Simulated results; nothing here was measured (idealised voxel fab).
process module | voxel capacitor over wiring
cross-section cut | 215 nm wide | cells 5 nm
A cross-section is a grid of square cells, given in bands from the top down. A band is one or more rows of cells.
Each band's line starts with the height of the band's top and of its bottom, in nm. Then come its materials from left to right, each with its width in nm. One material with "throughout" fills the band from edge to edge. "air" is empty space.
Height 0 is the level under which the wafer as received is all one material. The lowest band goes on downwards, as in "0 down".
A width such as "30 to 40" changes by the same amount from each row of cells to the next, from the band's top row to its bottom row.
"no change" after a step means that no cell of the cross-section changed.
closed voids: empty space of 8 cells or more with no open way to the top, each as width x height at its distance from the left edge, in nm
after a step's settings: what the simulator itself notes on the step
overlay nm, on a step with a mask: how far to the right of its planned place the mask lay; to the left if negative
plan
1 op RECEIVE | material Si
2 op CONFORMAL_DEP | material SiO2 | thk nm 10
3 op CONFORMAL_DEP | material SiN | thk nm 5
4 op DIRECTIONAL_DEP | material lowk | thk nm 15
5 op MASKED_ETCH | tone open | mask id METAL_1 | width nm 30 | pitch nm 100 | etch materials lowk | depth nm 15 | overlay nm 0
6 op MASKED_ETCH | tone open | mask id METAL_1 | width nm 30 | pitch nm 100 | etch materials SiN | depth nm 5 | overlay nm 0
7 op CONFORMAL_DEP | material TiN | thk nm 5
8 op FILL_DEP | material Cu | thk nm 10
9 op CMP | height nm 30
10 op CONFORMAL_DEP | material SiCN | thk nm 5
11 op DIRECTIONAL_DEP | material SiO2 | thk nm 15
12 op DIRECTIONAL_DEP | material aC | thk nm 15
13 op PATTERN | tone open | mask id PLUG_1 | material resist | width nm 15 | thk nm 30 | overlay nm 0
14 op DIRECTIONAL_ETCH | etch materials aC | depth nm 15
15 op STRIP | etch materials resist
16 op DIRECTIONAL_ETCH | etch materials SiO2 | depth nm 15
17 op DIRECTIONAL_ETCH | etch materials SiCN | depth nm 5
18 op STRIP | etch materials aC
19 op CONFORMAL_DEP | material TiN | thk nm 5
20 op FILL_DEP | material Cu | thk nm 5
21 op CMP | height nm 50
22 op DIRECTIONAL_DEP | material TiN | thk nm 10
23 op DIRECTIONAL_DEP | material HfO2 | thk nm 5
24 op DIRECTIONAL_DEP | material TiN | thk nm 5
25 op DIRECTIONAL_DEP | material aC | thk nm 10
26 op PATTERN | tone cover | mask id UPPER_PLATE | material resist | width nm 75 | thk nm 30 | overlay nm 0
27 op DIRECTIONAL_ETCH | etch materials aC | depth nm 10
28 op STRIP | etch materials resist
29 op DIRECTIONAL_ETCH | etch materials TiN | depth nm 5
30 op DIRECTIONAL_ETCH | etch materials HfO2 | depth nm 5
31 op STRIP | etch materials aC
32 op DIRECTIONAL_DEP | material aC | thk nm 10
33 op PATTERN | tone cover | mask id LOWER_PLATE | material resist | width nm 85 | thk nm 25 | overlay nm 0
34 op DIRECTIONAL_ETCH | etch materials aC | depth nm 10
35 op STRIP | etch materials resist
36 op DIRECTIONAL_ETCH | etch materials TiN | depth nm 10
37 op STRIP | etch materials aC
38 op FILL_DEP | material SiO2 | thk nm 15
39 op CMP | height nm 80
40 op PATTERN | tone open | mask id PLUG_2 | material resist | width nm 15 | thk nm 15 | overlay nm 0
41 op DIRECTIONAL_ETCH | etch materials SiO2 | depth nm 10
42 op STRIP | etch materials resist
43 op CONFORMAL_DEP | material TiN | thk nm 5
44 op FILL_DEP | material W | thk nm 10
45 op CMP | height nm 80
46 op CONFORMAL_DEP | material SiCN | thk nm 5
first wafer, as planned
as received, after step 1
  0 down: Si throughout
  closed voids: none
after step 2
  10 to 0: SiO2 throughout
  below 0: unchanged
after step 3
  15 to 10: SiN throughout
  below 10: unchanged
after step 4
  30 to 15: lowk throughout
  below 15: unchanged
after step 5
  30 to 15: lowk 40 | air 30 | lowk 70 | air 30 | lowk 45
  below 15: unchanged
after step 6
  30 to 15: lowk 40 | air 30 | lowk 70 | air 30 | lowk 45
  15 to 10: SiN 40 | air 30 | SiN 70 | air 30 | SiN 45
  below 10: unchanged
after step 7
  35 to 30: TiN 45 | air 20 | TiN 80 | air 20 | TiN 50
  30 to 15: lowk 40 | TiN 5 | air 20 | TiN 5 | lowk 70 | TiN 5 | air 20 | TiN 5 | lowk 45
  15 to 10: SiN 40 | TiN 30 | SiN 70 | TiN 30 | SiN 45
  below 10: unchanged
after step 8
  45 to 35: Cu throughout
  35 to 30: TiN 45 | Cu 20 | TiN 80 | Cu 20 | TiN 50
  30 to 15: lowk 40 | TiN 5 | Cu 20 | TiN 5 | lowk 70 | TiN 5 | Cu 20 | TiN 5 | lowk 45
  below 15: unchanged
after step 9
  30 to 15: lowk 40 | TiN 5 | Cu 20 | TiN 5 | lowk 70 | TiN 5 | Cu 20 | TiN 5 | lowk 45
  below 15: unchanged
after step 10
  35 to 30: SiCN throughout
  below 30: unchanged
after step 11
  50 to 35: SiO2 throughout
  below 35: unchanged
after step 12
  65 to 50: aC throughout
  below 50: unchanged
after step 13
  95 to 65: resist 55 | air 15 | resist 145
  below 65: unchanged
after step 14
  80 to 65: resist 55 | air 15 | resist 145
  65 to 50: aC 55 | air 15 | aC 145
  below 50: unchanged
after step 15
  65 to 50: aC 55 | air 15 | aC 145
  below 50: unchanged
after step 16
  65 to 50: aC 55 | air 15 | aC 145
  50 to 35: SiO2 55 | air 15 | SiO2 145
  below 35: unchanged
after step 17
  65 to 50: aC 55 | air 15 | aC 145
  50 to 35: SiO2 55 | air 15 | SiO2 145
  35 to 30: SiCN 55 | air 15 | SiCN 145
  below 30: unchanged
after step 18
  50 to 35: SiO2 55 | air 15 | SiO2 145
  below 35: unchanged
after step 19
  55 to 50: TiN 60 | air 5 | TiN 150
  50 to 35: SiO2 55 | TiN 5 | air 5 | TiN 5 | SiO2 145
  35 to 30: SiCN 55 | TiN 15 | SiCN 145
  below 30: unchanged
after step 20
  60 to 55: Cu throughout
  55 to 50: TiN 60 | Cu 5 | TiN 150
  50 to 35: SiO2 55 | TiN 5 | Cu 5 | TiN 5 | SiO2 145
  below 35: unchanged
after step 21
  50 to 35: SiO2 55 | TiN 5 | Cu 5 | TiN 5 | SiO2 145
  below 35: unchanged
after step 22
  60 to 50: TiN throughout
  below 50: unchanged
after step 23
  65 to 60: HfO2 throughout
  below 60: unchanged
after step 24
  70 to 65: TiN throughout
  below 65: unchanged
after step 25
  80 to 70: aC throughout
  below 70: unchanged
after step 26
  110 to 80: air 55 | resist 75 | air 85
  below 80: unchanged
after step 27
  100 to 80: air 55 | resist 75 | air 85
  80 to 70: air 55 | aC 75 | air 85
  below 70: unchanged
after step 28
  80 to 70: air 55 | aC 75 | air 85
  below 70: unchanged
after step 29
  80 to 70: air 55 | aC 75 | air 85
  70 to 65: air 55 | TiN 75 | air 85
  below 65: unchanged
after step 30
  80 to 70: air 55 | aC 75 | air 85
  70 to 65: air 55 | TiN 75 | air 85
  65 to 60: air 55 | HfO2 75 | air 85
  below 60: unchanged
after step 31
  70 to 65: air 55 | TiN 75 | air 85
  below 65: unchanged
after step 32
  80 to 70: air 55 | aC 75 | air 85
  70 to 65: aC 55 | TiN 75 | aC 85
  65 to 60: aC 55 | HfO2 75 | aC 85
  below 60: unchanged
after step 33
  105 to 80: air 50 | resist 85 | air 80
  80 to 70: air 50 | resist 5 | aC 75 | resist 5 | air 80
  below 70: unchanged
after step 34
  95 to 80: air 50 | resist 85 | air 80
  80 to 70: air 50 | resist 5 | aC 75 | resist 5 | air 80
  70 to 65: air 50 | aC 5 | TiN 75 | aC 5 | air 80
  65 to 60: air 50 | aC 5 | HfO2 75 | aC 5 | air 80
  below 60: unchanged
after step 35
  80 to 70: air 55 | aC 75 | air 85
  below 70: unchanged
after step 36
  80 to 70: air 55 | aC 75 | air 85
  70 to 65: air 50 | aC 5 | TiN 75 | aC 5 | air 80
  65 to 60: air 50 | aC 5 | HfO2 75 | aC 5 | air 80
  60 to 50: air 50 | TiN 85 | air 80
  below 50: unchanged
after step 37
  70 to 65: air 55 | TiN 75 | air 85
  65 to 60: air 55 | HfO2 75 | air 85
  below 60: unchanged
after step 38
  85 to 70: SiO2 throughout
  70 to 65: SiO2 55 | TiN 75 | SiO2 85
  65 to 60: SiO2 55 | HfO2 75 | SiO2 85
  60 to 50: SiO2 50 | TiN 85 | SiO2 80
  below 50: unchanged
after step 39
  80 to 70: SiO2 throughout
  below 70: unchanged
after step 40
  95 to 80: resist 65 | air 15 | resist 135
  below 80: unchanged
after step 41
  95 to 80: resist 65 | air 15 | resist 135
  80 to 70: SiO2 65 | air 15 | SiO2 135
  below 70: unchanged
after step 42
  80 to 70: SiO2 65 | air 15 | SiO2 135
  below 70: unchanged
after step 43
  85 to 80: TiN 70 | air 5 | TiN 140
  80 to 75: SiO2 65 | TiN 5 | air 5 | TiN 5 | SiO2 135
  75 to 65: SiO2 65 to 55 | TiN 15 to 75 | SiO2 135 to 85
  below 65: unchanged
after step 44
  95 to 85: W throughout
  85 to 80: TiN 70 | W 5 | TiN 140
  80 to 75: SiO2 65 | TiN 5 | W 5 | TiN 5 | SiO2 135
  below 75: unchanged
after step 45
  80 to 75: SiO2 65 | TiN 5 | W 5 | TiN 5 | SiO2 135
  below 75: unchanged
after step 46
  85 to 80: SiCN throughout
  below 80: unchanged
second wafer: like start, like plan, one mistake. Through step 5 it matches the first wafer
when step 6 should have ended
  30 to 15: lowk 40 | air 30 | lowk 70 | air 30 | lowk 45
  15 to 10: SiN 40 | air 25 | SiN 75 | air 25 | SiN 50
  below 10: unchanged
when step 7 should have ended
  35 to 30: TiN 45 | air 20 | TiN 80 | air 20 | TiN 50
  30 to 20: lowk 40 | TiN 5 | air 20 | TiN 5 | lowk 70 | TiN 5 | air 20 | TiN 5 | lowk 45
  20 to 15: lowk 40 | TiN 5 | air 15 | TiN 10 | lowk 70 | TiN 5 | air 15 | TiN 10 | lowk 45
  15 to 10: SiN 40 | TiN 25 | SiN 75 | TiN 25 | SiN 50
  below 10: unchanged
when step 8 should have ended
  45 to 35: Cu throughout
  35 to 30: TiN 45 | Cu 20 | TiN 80 | Cu 20 | TiN 50
  30 to 20: lowk 40 | TiN 5 | Cu 20 | TiN 5 | lowk 70 | TiN 5 | Cu 20 | TiN 5 | lowk 45
  20 to 15: lowk 40 | TiN 5 | Cu 15 | TiN 10 | lowk 70 | TiN 5 | Cu 15 | TiN 10 | lowk 45
  below 15: unchanged
when step 9 should have ended
  30 to 20: lowk 40 | TiN 5 | Cu 20 | TiN 5 | lowk 70 | TiN 5 | Cu 20 | TiN 5 | lowk 45
  below 20: unchanged
when step 10 should have ended
  35 to 30: SiCN throughout
  below 30: unchanged
when step 11 should have ended
  50 to 35: SiO2 throughout
  below 35: unchanged
when step 12 should have ended
  65 to 50: aC throughout
  below 50: unchanged
when step 13 should have ended
  95 to 65: resist 55 | air 15 | resist 145
  below 65: unchanged
when step 14 should have ended
  80 to 65: resist 55 | air 15 | resist 145
  65 to 50: aC 55 | air 15 | aC 145
  below 50: unchanged
when step 15 should have ended
  65 to 50: aC 55 | air 15 | aC 145
  below 50: unchanged
when step 16 should have ended
  65 to 50: aC 55 | air 15 | aC 145
  50 to 35: SiO2 55 | air 15 | SiO2 145
  below 35: unchanged
when step 17 should have ended
  65 to 50: aC 55 | air 15 | aC 145
  50 to 35: SiO2 55 | air 15 | SiO2 145
  35 to 30: SiCN 55 | air 15 | SiCN 145
  below 30: unchanged
when step 18 should have ended
  50 to 35: SiO2 55 | air 15 | SiO2 145
  below 35: unchanged
when step 19 should have ended
  55 to 50: TiN 60 | air 5 | TiN 150
  50 to 35: SiO2 55 | TiN 5 | air 5 | TiN 5 | SiO2 145
  35 to 30: SiCN 55 | TiN 15 | SiCN 145
  below 30: unchanged
when step 20 should have ended
  60 to 55: Cu throughout
  55 to 50: TiN 60 | Cu 5 | TiN 150
  50 to 35: SiO2 55 | TiN 5 | Cu 5 | TiN 5 | SiO2 145
  below 35: unchanged
when step 21 should have ended
  50 to 35: SiO2 55 | TiN 5 | Cu 5 | TiN 5 | SiO2 145
  below 35: unchanged
when step 22 should have ended
  60 to 50: TiN throughout
  below 50: unchanged
when step 23 should have ended
  65 to 60: HfO2 throughout
  below 60: unchanged
when step 24 should have ended
  70 to 65: TiN throughout
  below 65: unchanged
when step 25 should have ended
  80 to 70: aC throughout
  below 70: unchanged
when step 26 should have ended
  110 to 80: air 55 | resist 75 | air 85
  below 80: unchanged
when step 27 should have ended
  100 to 80: air 55 | resist 75 | air 85
  80 to 70: air 55 | aC 75 | air 85
  below 70: unchanged
when step 28 should have ended
  80 to 70: air 55 | aC 75 | air 85
  below 70: unchanged
when step 29 should have ended
  80 to 70: air 55 | aC 75 | air 85
  70 to 65: air 55 | TiN 75 | air 85
  below 65: unchanged
when step 30 should have ended
  80 to 70: air 55 | aC 75 | air 85
  70 to 65: air 55 | TiN 75 | air 85
  65 to 60: air 55 | HfO2 75 | air 85
  below 60: unchanged
when step 31 should have ended
  70 to 65: air 55 | TiN 75 | air 85
  below 65: unchanged
when step 32 should have ended
  80 to 70: air 55 | aC 75 | air 85
  70 to 65: aC 55 | TiN 75 | aC 85
  65 to 60: aC 55 | HfO2 75 | aC 85
  below 60: unchanged
when step 33 should have ended
  105 to 80: air 50 | resist 85 | air 80
  80 to 70: air 50 | resist 5 | aC 75 | resist 5 | air 80
  below 70: unchanged
when step 34 should have ended
  95 to 80: air 50 | resist 85 | air 80
  80 to 70: air 50 | resist 5 | aC 75 | resist 5 | air 80
  70 to 65: air 50 | aC 5 | TiN 75 | aC 5 | air 80
  65 to 60: air 50 | aC 5 | HfO2 75 | aC 5 | air 80
  below 60: unchanged
when step 35 should have ended
  80 to 70: air 55 | aC 75 | air 85
  below 70: unchanged
when step 36 should have ended
  80 to 70: air 55 | aC 75 | air 85
  70 to 65: air 50 | aC 5 | TiN 75 | aC 5 | air 80
  65 to 60: air 50 | aC 5 | HfO2 75 | aC 5 | air 80
  60 to 50: air 50 | TiN 85 | air 80
  below 50: unchanged
when step 37 should have ended
  70 to 65: air 55 | TiN 75 | air 85
  65 to 60: air 55 | HfO2 75 | air 85
  below 60: unchanged
when step 38 should have ended
  85 to 70: SiO2 throughout
  70 to 65: SiO2 55 | TiN 75 | SiO2 85
  65 to 60: SiO2 55 | HfO2 75 | SiO2 85
  60 to 50: SiO2 50 | TiN 85 | SiO2 80
  below 50: unchanged
when step 39 should have ended
  80 to 70: SiO2 throughout
  below 70: unchanged
when step 40 should have ended
  95 to 80: resist 65 | air 15 | resist 135
  below 80: unchanged
when step 41 should have ended
  95 to 80: resist 65 | air 15 | resist 135
  80 to 70: SiO2 65 | air 15 | SiO2 135
  below 70: unchanged
when step 42 should have ended
  80 to 70: SiO2 65 | air 15 | SiO2 135
  below 70: unchanged
when step 43 should have ended
  85 to 80: TiN 70 | air 5 | TiN 140
  80 to 75: SiO2 65 | TiN 5 | air 5 | TiN 5 | SiO2 135
  75 to 65: SiO2 65 to 55 | TiN 15 to 75 | SiO2 135 to 85
  below 65: unchanged
when step 44 should have ended
  95 to 85: W throughout
  85 to 80: TiN 70 | W 5 | TiN 140
  80 to 75: SiO2 65 | TiN 5 | W 5 | TiN 5 | SiO2 135
  below 75: unchanged
when step 45 should have ended
  80 to 75: SiO2 65 | TiN 5 | W 5 | TiN 5 | SiO2 135
  below 75: unchanged
when step 46 should have ended
  85 to 80: SiCN throughout
  below 80: unchanged
what went wrong: step 6 ran as: op MASKED_ETCH | tone open | mask id METAL_1 | width nm 30 | pitch nm 100 | etch materials SiN | depth nm 5 | overlay nm -5
at the end the second wafer has, in cells: 2 fewer of Cu | 2 more of SiN
